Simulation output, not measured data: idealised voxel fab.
Process module name: voxel trench capacitor
cross-section cut | 255 nm wide | cells 5 nm
Cross-section format: a grid of square cells, given as bands from top to bottom; each band is one or more rows of cells. Quick guide to a band line: top height, bottom height (nm) up front; then every material left to right with its width in nm. Only one material and it's marked "everywhere"? Then it fills the band edge to edge. And "empty" just means empty space. Height reference: 0 = level under which incoming wafer is all one material. Lowest band: no bottom, runs on downward, e.g. "0 -> down". It should be noted that a width expressed as "30..40" varies in equal increments from row to row of cells within the band, taking the value of the first number at the top row and that of the second number at the bottom row. "nothing changed" after a step means that no cell of the cross-section changed. Look at "Cavities, closed" for the closed voids: empty spaces with no open path to the top, sized 8 cells or up. Each is width x height at distance, distance from the left edge, all nm. Note: text after step settings on the step line = simulator remark on that step. When a step includes a mask, the "overlay nm" setting on its line states how far to the right of its planned place that mask lay, and negative values state how far to the left.
### Process steps (planned)
1) RECEIVE with material Si
2) CONFORMAL_DEP with material SiN, thk nm 10
3) PATTERN with tone open, mask id TRENCH, material resist, width nm 25, pitch nm 50, thk nm 20, overlay nm 0
4) DIRECTIONAL_ETCH with etch materials SiN, depth nm 10
5) DIRECTIONAL_ETCH with etch materials Si, depth nm 30
6) STRIP with etch materials resist
7) CONFORMAL_DEP with material Al2O3, thk nm 5
8) CONFORMAL_DEP with material TiN, thk nm 5
9) FILL_DEP with material W, thk nm 10
10) CMP with height nm 10
### The first wafer of two, processed as planned
### So this is the incoming wafer in cross-section - it's already been through step 1
- 0 -> down = Si everywhere
- Cavities, closed: none
### So this is the wafer cross-section right after step 2
- 10 -> 0 = SiN everywhere
- Under 0: no change, same as before.
### So this is the wafer cross-section right after step 3
- 30 -> 10 = resist (40) / empty (25) / resist (25) / empty (25) / resist (25) / empty (25) / resist (25) / empty (25) / resist (40)
- Under 10: no change, same as before.
### So this is the wafer cross-section right after step 4
- 30 -> 10 = resist (40) / empty (25) / resist (25) / empty (25) / resist (25) / empty (25) / resist (25) / empty (25) / resist (40)
- 10 -> 0 = SiN (40) / empty (25) / SiN (25) / empty (25) / SiN (25) / empty (25) / SiN (25) / empty (25) / SiN (40)
- Under 0: no change, same as before.
### So this is the wafer cross-section right after step 5
- 30 -> 10 = resist (40) / empty (25) / resist (25) / empty (25) / resist (25) / empty (25) / resist (25) / empty (25) / resist (40)
- 10 -> 0 = SiN (40) / empty (25) / SiN (25) / empty (25) / SiN (25) / empty (25) / SiN (25) / empty (25) / SiN (40)
- 0 -> -30 = Si (40) / empty (25) / Si (25) / empty (25) / Si (25) / empty (25) / Si (25) / empty (25) / Si (40)
- Under -30: no change, same as before.
### So this is the wafer cross-section right after step 6
- 10 -> 0 = SiN (40) / empty (25) / SiN (25) / empty (25) / SiN (25) / empty (25) / SiN (25) / empty (25) / SiN (40)
- Under 0: no change, same as before.
### So this is the wafer cross-section right after step 7
- 15 -> 10 = Al2O3 (45) / empty (15) / Al2O3 (35) / empty (15) / Al2O3 (35) / empty (15) / Al2O3 (35) / empty (15) / Al2O3 (45)
- 10 -> 0 = SiN (40) / Al2O3 (5) / empty (15) / Al2O3 (5) / SiN (25) / Al2O3 (5) / empty (15) / Al2O3 (5) / SiN (25) / Al2O3 (5) / empty (15) / Al2O3 (5) / SiN (25) / Al2O3 (5) / empty (15) / Al2O3 (5) / SiN (40)
- 0 -> -25 = Si (40) / Al2O3 (5) / empty (15) / Al2O3 (5) / Si (25) / Al2O3 (5) / empty (15) / Al2O3 (5) / Si (25) / Al2O3 (5) / empty (15) / Al2O3 (5) / Si (25) / Al2O3 (5) / empty (15) / Al2O3 (5) / Si (40)
- -25 -> -30 = Si (40) / Al2O3 (25) / Si (25) / Al2O3 (25) / Si (25) / Al2O3 (25) / Si (25) / Al2O3 (25) / Si (40)
- Under -30: no change, same as before.
### So this is the wafer cross-section right after step 8
- 20 -> 15 = TiN (50) / empty (5) / TiN (45) / empty (5) / TiN (45) / empty (5) / TiN (45) / empty (5) / TiN (50)
- 15 -> 10 = Al2O3 (45) / TiN (5) / empty (5) / TiN (5) / Al2O3 (35) / TiN (5) / empty (5) / TiN (5) / Al2O3 (35) / TiN (5) / empty (5) / TiN (5) / Al2O3 (35) / TiN (5) / empty (5) / TiN (5) / Al2O3 (45)
- 10 -> 0 = SiN (40) / Al2O3 (5) / TiN (5) / empty (5) / TiN (5) / Al2O3 (5) / SiN (25) / Al2O3 (5) / TiN (5) / empty (5) / TiN (5) / Al2O3 (5) / SiN (25) / Al2O3 (5) / TiN (5) / empty (5) / TiN (5) / Al2O3 (5) / SiN (25) / Al2O3 (5) / TiN (5) / empty (5) / TiN (5) / Al2O3 (5) / SiN (40)
- 0 -> -20 = Si (40) / Al2O3 (5) / TiN (5) / empty (5) / TiN (5) / Al2O3 (5) / Si (25) / Al2O3 (5) / TiN (5) / empty (5) / TiN (5) / Al2O3 (5) / Si (25) / Al2O3 (5) / TiN (5) / empty (5) / TiN (5) / Al2O3 (5) / Si (25) / Al2O3 (5) / TiN (5) / empty (5) / TiN (5) / Al2O3 (5) / Si (40)
- -20 -> -25 = Si (40) / Al2O3 (5) / TiN (15) / Al2O3 (5) / Si (25) / Al2O3 (5) / TiN (15) / Al2O3 (5) / Si (25) / Al2O3 (5) / TiN (15) / Al2O3 (5) / Si (25) / Al2O3 (5) / TiN (15) / Al2O3 (5) / Si (40)
- Under -25: no change, same as before.
### So this is the wafer cross-section right after step 9
- 30 -> 20 = W everywhere
- 20 -> 15 = TiN (50) / W (5) / TiN (45) / W (5) / TiN (45) / W (5) / TiN (45) / W (5) / TiN (50)
- 15 -> 10 = Al2O3 (45) / TiN (5) / W (5) / TiN (5) / Al2O3 (35) / TiN (5) / W (5) / TiN (5) / Al2O3 (35) / TiN (5) / W (5) / TiN (5) / Al2O3 (35) / TiN (5) / W (5) / TiN (5) / Al2O3 (45)
- 10 -> 0 = SiN (40) / Al2O3 (5) / TiN (5) / W (5) / TiN (5) / Al2O3 (5) / SiN (25) / Al2O3 (5) / TiN (5) / W (5) / TiN (5) / Al2O3 (5) / SiN (25) / Al2O3 (5) / TiN (5) / W (5) / TiN (5) / Al2O3 (5) / SiN (25) / Al2O3 (5) / TiN (5) / W (5) / TiN (5) / Al2O3 (5) / SiN (40)
- 0 -> -20 = Si (40) / Al2O3 (5) / TiN (5) / W (5) / TiN (5) / Al2O3 (5) / Si (25) / Al2O3 (5) / TiN (5) / W (5) / TiN (5) / Al2O3 (5) / Si (25) / Al2O3 (5) / TiN (5) / W (5) / TiN (5) / Al2O3 (5) / Si (25) / Al2O3 (5) / TiN (5) / W (5) / TiN (5) / Al2O3 (5) / Si (40)
- Under -20: no change, same as before.
### So this is the wafer cross-section right after step 10
- 10 -> 0 = SiN (40) / Al2O3 (5) / TiN (5) / W (5) / TiN (5) / Al2O3 (5) / SiN (25) / Al2O3 (5) / TiN (5) / W (5) / TiN (5) / Al2O3 (5) / SiN (25) / Al2O3 (5) / TiN (5) / W (5) / TiN (5) / Al2O3 (5) / SiN (25) / Al2O3 (5) / TiN (5) / W (5) / TiN (5) / Al2O3 (5) / SiN (40)
- Under 0: no change, same as before.
### Wafer two. Identical start, identical plan. One mistake in execution. Identical history through step 2
### Cross-section, second wafer, at the end time the plan gives for step 3
- 30 -> 10 = resist (30) / empty (25) / resist (25) / empty (25) / resist (25) / empty (25) / resist (25) / empty (25) / resist (50)
- Under 10: no change, same as before.
### Cross-section, second wafer, at the end time the plan gives for step 4
- 30 -> 10 = resist (30) / empty (25) / resist (25) / empty (25) / resist (25) / empty (25) / resist (25) / empty (25) / resist (50)
- 10 -> 0 = SiN (30) / empty (25) / SiN (25) / empty (25) / SiN (25) / empty (25) / SiN (25) / empty (25) / SiN (50)
- Under 0: no change, same as before.
### Cross-section, second wafer, at the end time the plan gives for step 5
- 30 -> 10 = resist (30) / empty (25) / resist (25) / empty (25) / resist (25) / empty (25) / resist (25) / empty (25) / resist (50)
- 10 -> 0 = SiN (30) / empty (25) / SiN (25) / empty (25) / SiN (25) / empty (25) / SiN (25) / empty (25) / SiN (50)
- 0 -> -30 = Si (30) / empty (25) / Si (25) / empty (25) / Si (25) / empty (25) / Si (25) / empty (25) / Si (50)
- Under -30: no change, same as before.
### Cross-section, second wafer, at the end time the plan gives for step 6
- 10 -> 0 = SiN (30) / empty (25) / SiN (25) / empty (25) / SiN (25) / empty (25) / SiN (25) / empty (25) / SiN (50)
- Under 0: no change, same as before.
### Cross-section, second wafer, at the end time the plan gives for step 7
- 15 -> 10 = Al2O3 (35) / empty (15) / Al2O3 (35) / empty (15) / Al2O3 (35) / empty (15) / Al2O3 (35) / empty (15) / Al2O3 (55)
- 10 -> 0 = SiN (30) / Al2O3 (5) / empty (15) / Al2O3 (5) / SiN (25) / Al2O3 (5) / empty (15) / Al2O3 (5) / SiN (25) / Al2O3 (5) / empty (15) / Al2O3 (5) / SiN (25) / Al2O3 (5) / empty (15) / Al2O3 (5) / SiN (50)
- 0 -> -25 = Si (30) / Al2O3 (5) / empty (15) / Al2O3 (5) / Si (25) / Al2O3 (5) / empty (15) / Al2O3 (5) / Si (25) / Al2O3 (5) / empty (15) / Al2O3 (5) / Si (25) / Al2O3 (5) / empty (15) / Al2O3 (5) / Si (50)
- -25 -> -30 = Si (30) / Al2O3 (25) / Si (25) / Al2O3 (25) / Si (25) / Al2O3 (25) / Si (25) / Al2O3 (25) / Si (50)
- Under -30: no change, same as before.
### Cross-section, second wafer, at the end time the plan gives for step 8
- 20 -> 15 = TiN (40) / empty (5) / TiN (45) / empty (5) / TiN (45) / empty (5) / TiN (45) / empty (5) / TiN (60)
- 15 -> 10 = Al2O3 (35) / TiN (5) / empty (5) / TiN (5) / Al2O3 (35) / TiN (5) / empty (5) / TiN (5) / Al2O3 (35) / TiN (5) / empty (5) / TiN (5) / Al2O3 (35) / TiN (5) / empty (5) / TiN (5) / Al2O3 (55)
- 10 -> 0 = SiN (30) / Al2O3 (5) / TiN (5) / empty (5) / TiN (5) / Al2O3 (5) / SiN (25) / Al2O3 (5) / TiN (5) / empty (5) / TiN (5) / Al2O3 (5) / SiN (25) / Al2O3 (5) / TiN (5) / empty (5) / TiN (5) / Al2O3 (5) / SiN (25) / Al2O3 (5) / TiN (5) / empty (5) / TiN (5) / Al2O3 (5) / SiN (50)
- 0 -> -20 = Si (30) / Al2O3 (5) / TiN (5) / empty (5) / TiN (5) / Al2O3 (5) / Si (25) / Al2O3 (5) / TiN (5) / empty (5) / TiN (5) / Al2O3 (5) / Si (25) / Al2O3 (5) / TiN (5) / empty (5) / TiN (5) / Al2O3 (5) / Si (25) / Al2O3 (5) / TiN (5) / empty (5) / TiN (5) / Al2O3 (5) / Si (50)
- -20 -> -25 = Si (30) / Al2O3 (5) / TiN (15) / Al2O3 (5) / Si (25) / Al2O3 (5) / TiN (15) / Al2O3 (5) / Si (25) / Al2O3 (5) / TiN (15) / Al2O3 (5) / Si (25) / Al2O3 (5) / TiN (15) / Al2O3 (5) / Si (50)
- Under -25: no change, same as before.
### Cross-section, second wafer, at the end time the plan gives for step 9
- 30 -> 20 = W everywhere
- 20 -> 15 = TiN (40) / W (5) / TiN (45) / W (5) / TiN (45) / W (5) / TiN (45) / W (5) / TiN (60)
- 15 -> 10 = Al2O3 (35) / TiN (5) / W (5) / TiN (5) / Al2O3 (35) / TiN (5) / W (5) / TiN (5) / Al2O3 (35) / TiN (5) / W (5) / TiN (5) / Al2O3 (35) / TiN (5) / W (5) / TiN (5) / Al2O3 (55)
- 10 -> 0 = SiN (30) / Al2O3 (5) / TiN (5) / W (5) / TiN (5) / Al2O3 (5) / SiN (25) / Al2O3 (5) / TiN (5) / W (5) / TiN (5) / Al2O3 (5) / SiN (25) / Al2O3 (5) / TiN (5) / W (5) / TiN (5) / Al2O3 (5) / SiN (25) / Al2O3 (5) / TiN (5) / W (5) / TiN (5) / Al2O3 (5) / SiN (50)
- 0 -> -20 = Si (30) / Al2O3 (5) / TiN (5) / W (5) / TiN (5) / Al2O3 (5) / Si (25) / Al2O3 (5) / TiN (5) / W (5) / TiN (5) / Al2O3 (5) / Si (25) / Al2O3 (5) / TiN (5) / W (5) / TiN (5) / Al2O3 (5) / Si (25) / Al2O3 (5) / TiN (5) / W (5) / TiN (5) / Al2O3 (5) / Si (50)
- Under -20: no change, same as before.
### Cross-section, second wafer, at the end time the plan gives for step 10
- 10 -> 0 = SiN (30) / Al2O3 (5) / TiN (5) / W (5) / TiN (5) / Al2O3 (5) / SiN (25) / Al2O3 (5) / TiN (5) / W (5) / TiN (5) / Al2O3 (5) / SiN (25) / Al2O3 (5) / TiN (5) / W (5) / TiN (5) / Al2O3 (5) / SiN (25) / Al2O3 (5) / TiN (5) / W (5) / TiN (5) / Al2O3 (5) / SiN (50)
- Under 0: no change, same as before.
It is concluded that the wafer was processed incorrectly with respect to the plan, in that it should be noted that step 3 was executed with settings other than those planned, the operation and settings actually applied being PATTERN with tone open, mask id TRENCH, material resist, width nm 25, pitch nm 50, thk nm 20, overlay nm -10
At the end, the second wafer has the same number of cells of each material as the first, but those cells sit in other places.
